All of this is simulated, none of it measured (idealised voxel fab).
This section sets out a process module, namely voxel released beams.
Cross-section cut: width 270 nm, square cells of 5 nm.
Cross-section format: a grid of square cells, given as bands from top to bottom; each band is one or more rows of cells.
Band entry format. Leading values: height of top, height of bottom, nm. Remainder: materials in left-to-right order, each with its width in nm. Special words: "throughout" on a single material, which then fills the band edge to edge; "blank", empty space.
Heights are measured from 0, the level below which the as-received wafer is all one material; the lowest band has no bottom and continues downward, written as in "0..down".
Note: "30 to 40" means the width goes from the first number (top row of the band) to the second number (bottom row) in equal steps per row of cells.
No cell of the cross-section changed in a step that is given as "same as before".
The list in "Enclosed void entries" covers empty spaces of 8 cells or more that cannot reach the top through any open way, and it gives each as width x height at distance; the distance is from the left edge, and width, height and distance are in nm.
It should be noted that, on the line of a given step, the content following the step's settings is a remark produced by the simulator itself with respect to that step.
overlay nm: for a step with a mask, the amount by which the mask lay right of where it was planned; a negative amount means left of it.
[plan]
step 1: RECEIVE, material Si
step 2: CONFORMAL_DEP, material SiN, thk nm 10
step 3: DIRECTIONAL_DEP, material SiO2, thk nm 20
step 4: MASKED_ETCH, tone open, mask id ANCHOR, width nm 30, etch materials SiO2, depth nm 20, overlay nm 0
step 5: CONFORMAL_DEP, material polySi, thk nm 10
step 6: DIRECTIONAL_DEP, material aC, thk nm 10
step 7: PATTERN, tone cover, mask id BEAM, material resist, width nm 90, thk nm 25, overlay nm 0
step 8: DIRECTIONAL_ETCH, etch materials aC, depth nm 10
step 9: STRIP, etch materials resist
step 10: DIRECTIONAL_ETCH, etch materials polySi, depth nm 10
step 11: STRIP, etch materials aC
step 12: STRIP, etch materials SiO2
[So, the first of our two wafers, run just as we planned it]
[Cross-sectional view of the wafer in its as-received condition, corresponding to the state after step 1]
* 0..down: Si throughout
* Enclosed void entries: none
[How the wafer stands in section after step 2]
* 10..0: SiN throughout
* No changes below 0.
[How the wafer stands in section after step 3]
* 30..10: SiO2 throughout
* No changes below 10.
[How the wafer stands in section after step 4]
* 30..10: SiO2 90 nm | blank 30 nm | SiO2 150 nm
* No changes below 10.
[How the wafer stands in section after step 5]
* 40..30: polySi 100 nm | blank 10 nm | polySi 160 nm
* 30..20: SiO2 90 nm | polySi 10 nm | blank 10 nm | polySi 10 nm | SiO2 150 nm
* 20..10: SiO2 90 nm | polySi 30 nm | SiO2 150 nm
* No changes below 10.
[How the wafer stands in section after step 6]
* 50..40: aC 100 nm | blank 10 nm | aC 160 nm
* 40..30: polySi 100 nm | blank 10 nm | polySi 160 nm
* 30..20: SiO2 90 nm | polySi 10 nm | aC 10 nm | polySi 10 nm | SiO2 150 nm
* No changes below 20.
[How the wafer stands in section after step 7]
* 75..50: blank 85 nm | resist 90 nm | blank 95 nm
* 50..40: aC 100 nm | resist 10 nm | aC 160 nm
* 40..30: polySi 100 nm | resist 10 nm | polySi 160 nm
* No changes below 30.
[How the wafer stands in section after step 8]
* 65..50: blank 85 nm | resist 90 nm | blank 95 nm
* 50..40: blank 85 nm | aC 15 nm | resist 10 nm | aC 65 nm | blank 95 nm
* No changes below 40.
[How the wafer stands in section after step 9]
* 50..40: blank 85 nm | aC 15 nm | blank 10 nm | aC 65 nm | blank 95 nm
* 40..30: polySi 100 nm | blank 10 nm | polySi 160 nm
* No changes below 30.
[How the wafer stands in section after step 10]
* 50..40: blank 85 nm | aC 15 nm | blank 10 nm | aC 65 nm | blank 95 nm
* 40..30: blank 85 nm | polySi 15 nm | blank 10 nm | polySi 65 nm | blank 95 nm
* No changes below 30.
[How the wafer stands in section after step 11]
* 40..30: blank 85 nm | polySi 15 nm | blank 10 nm | polySi 65 nm | blank 95 nm
* 30..20: SiO2 90 nm | polySi 10 nm | blank 10 nm | polySi 10 nm | SiO2 150 nm
* No changes below 20.
[How the wafer stands in section after step 12]
* 40..30: blank 85 nm | polySi 15 nm | blank 10 nm | polySi 65 nm | blank 95 nm
* 30..20: blank 90 nm | polySi 10 nm | blank 10 nm | polySi 10 nm | blank 150 nm
* 20..10: blank 90 nm | polySi 30 nm | blank 150 nm
* No changes below 10.
[Now the other wafer: same start, same recipe, but we messed up one thing when running it. Up to and including step 2 it's the same as the first one]
[Cross-sectional representation of the second wafer at the time designated in the plan for the completion of step 3]
* 30..10: polySi throughout
* No changes below 10.
Cross-sectional representation of the second wafer at the time designated in the plan for the completion of step 4: same as before
[Cross-sectional representation of the second wafer at the time designated in the plan for the completion of step 5]
* 40..10: polySi throughout
* No changes below 10.
[Cross-sectional representation of the second wafer at the time designated in the plan for the completion of step 6]
* 50..40: aC throughout
* No changes below 40.
[Cross-sectional representation of the second wafer at the time designated in the plan for the completion of step 7]
* 75..50: blank 85 nm | resist 90 nm | blank 95 nm
* No changes below 50.
[Cross-sectional representation of the second wafer at the time designated in the plan for the completion of step 8]
* 65..50: blank 85 nm | resist 90 nm | blank 95 nm
* 50..40: blank 85 nm | aC 90 nm | blank 95 nm
* No changes below 40.
[Cross-sectional representation of the second wafer at the time designated in the plan for the completion of step 9]
* 50..40: blank 85 nm | aC 90 nm | blank 95 nm
* No changes below 40.
[Cross-sectional representation of the second wafer at the time designated in the plan for the completion of step 10]
* 50..40: blank 85 nm | aC 90 nm | blank 95 nm
* 40..30: blank 85 nm | polySi 90 nm | blank 95 nm
* No changes below 30.
[Cross-sectional representation of the second wafer at the time designated in the plan for the completion of step 11]
* 40..30: blank 85 nm | polySi 90 nm | blank 95 nm
* No changes below 30.
Cross-sectional representation of the second wafer at the time designated in the plan for the completion of step 12: same as before
The plan and the run diverged here: step 3 did not happen as planned, as run it was DIRECTIONAL_DEP, material polySi, thk nm 20
End check, counted in cells, second wafer has more or fewer of these materials than the first: +200 polySi
